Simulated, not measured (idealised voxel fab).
process module | voxel fin reveal
cross-section cut | 195 nm wide | cells 5 nm
A cross-section is a grid of square cells, given in bands from the top down. A band is one or more rows of cells.
Each band's line starts with the height of the band's top and of its bottom, in nm. Then come its materials from left to right, each with its width in nm. One material with "throughout" fills the band from edge to edge. "air" is empty space.
Height 0 is the level under which the wafer as received is all one material. The lowest band goes on downwards, as in "0 down".
A width such as "30 to 40" changes by the same amount from each row of cells to the next, from the band's top row to its bottom row.
"no change" after a step means that no cell of the cross-section changed.
closed voids: empty space of 8 cells or more with no open way to the top, each as width x height at its distance from the left edge, in nm
after a step's settings: what the simulator itself notes on the step
overlay nm, on a step with a mask: how far to the right of its planned place the mask lay; to the left if negative
plan
1 op RECEIVE | material Si
2 op CONFORMAL_DEP | material SiN | thk nm 10
3 op PATTERN | tone cover | mask id FINS | material resist | width nm 15 | pitch nm 45 | thk nm 20 | overlay nm 0
4 op DIRECTIONAL_ETCH | etch materials SiN | depth nm 10
5 op DIRECTIONAL_ETCH | etch materials Si | depth nm 25
6 op STRIP | etch materials resist
7 op FILL_DEP | material SiO2 | thk nm 15
8 op CMP | height nm 10
9 op SELECTIVE_ETCH | etch materials SiO2 | depth nm 35
10 op STRIP | etch materials SiN
varied across the wafers: depth nm of step 5. The plan shows the first wafer's value. All wafers start alike
first wafer as received, after step 1
  0 down: Si throughout
  closed voids: none
each wafer at the end: cells of each material gained (+) or lost (-) since it was received, then its closed voids
depth nm 25 | -135 Si | closed voids: none
depth nm 30 | -162 Si | +27 SiO2 | closed voids: none
depth nm 35 | -189 Si | +54 SiO2 | closed voids: none
depth nm 40 | -216 Si | +81 SiO2 | closed voids: none
depth nm 45 | -243 Si | +108 SiO2 | closed voids: none
depth nm 50 | -270 Si | +135 SiO2 | closed voids: none
